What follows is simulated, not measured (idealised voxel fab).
Documented hereafter: the process module known as voxel self aligned vias.
In the cross-section labelled cut, the width is 225 nm and each square cell is 5 nm.
Square cells in a grid make up a cross-section in this document, and the grid is given as bands, listed from the top down, each one or more rows of cells. Within each band entry, the heights of the top and of the bottom of the band appear first, in that order and in nm; the materials of the band then follow from left to right, each with its corresponding width in nm. The designation "full width" on a single material indicates that it fills the band from edge to edge; the designation "empty" indicates empty space. A quick word on heights: they are counted from 0, and under that level the wafer as it came to us is one material throughout. The lowest band is different from the rest in having no bottom; it simply continues downward, written as in "0 and below". A width given as "30->40" starts at the first number in the band's top row and ends at the second number in its bottom row, shifting by an equal amount at every step from row to row. "nothing changed", as given for a step, is the statement that not any cell of the cross-section underwent a change during that step. "Trapped voids": empty spaces of 8 cells or more with no open way to the top, each given as width x height at distance, distance from the left edge, all in nm. Formally, on a step line, whatever follows the settings is a remark that the simulator itself makes on the step. Among the settings permitted on a step's line is "overlay nm"; applied to a step with a mask, it specifies the extent to which the mask lay to the right of its planned position, whereas a negative figure signifies a position to the left.
-- Planned step list for the process
1: RECEIVE: material Si
2: CONFORMAL_DEP: material SiO2, thk nm 15
3: CONFORMAL_DEP: material SiCN, thk nm 5
4: DIRECTIONAL_DEP: material SiO2, thk nm 20
5: DIRECTIONAL_DEP: material aC, thk nm 10
6: PATTERN: tone open, mask id LINES, material resist, width nm 20, pitch nm 45, thk nm 25, overlay nm 0
7: DIRECTIONAL_ETCH: etch materials aC, depth nm 10
8: STRIP: etch materials resist
9: DIRECTIONAL_ETCH: etch materials SiO2, depth nm 20
10: STRIP: etch materials aC
11: CONFORMAL_DEP: material TiN, thk nm 5
12: FILL_DEP: material Ru, thk nm 10
13: CMP: height nm 40
14: SELECTIVE_ETCH: etch materials W Ru TiN, depth nm 5
15: FILL_DEP: material SiN, thk nm 10
16: CMP: height nm 40
17: DIRECTIONAL_DEP: material SiO2, thk nm 10
18: MASKED_ETCH: tone open, mask id VIAS, width nm 30, etch materials SiO2, depth nm 20, overlay nm 0
19: MASKED_ETCH: tone open, mask id VIAS, width nm 30, etch materials SiN, depth nm 5, overlay nm 0
20: CONFORMAL_DEP: material TiN, thk nm 5
21: FILL_DEP: material Ru, thk nm 5
22: CMP: height nm 60
23: CONFORMAL_DEP: material SiCN, thk nm 5
The plan shows the thk nm of step 17 as the first wafer had it; this setting differs between the wafers, which start out alike.
-- First wafer of several, as received: cross-section after step 1
    0 and below = Si full width
    Trapped voids: none
-- Per wafer, end of module: cells gained (+) or lost (-) per material since receipt, then closed voids
thk nm 10; +65 Ru; +90 SiCN; +4 SiN; +357 SiO2; +69 TiN; Trapped voids: none
thk nm 15; +24 Ru; +90 SiCN; +4 SiN; +398 SiO2; +69 TiN; Trapped voids: none
thk nm 20; +22 Ru; +90 SiCN; +4 SiN; +439 SiO2; +30 TiN; Trapped voids: none
thk nm 25; +16 Ru; +90 SiCN; +8 SiN; +445 SiO2; +26 TiN; Trapped voids: none
thk nm 30; +12 Ru; +90 SiCN; +8 SiN; +451 SiO2; +24 TiN; Trapped voids: none
thk nm 35; +8 Ru; +90 SiCN; +8 SiN; +457 SiO2; +22 TiN; Trapped voids: none
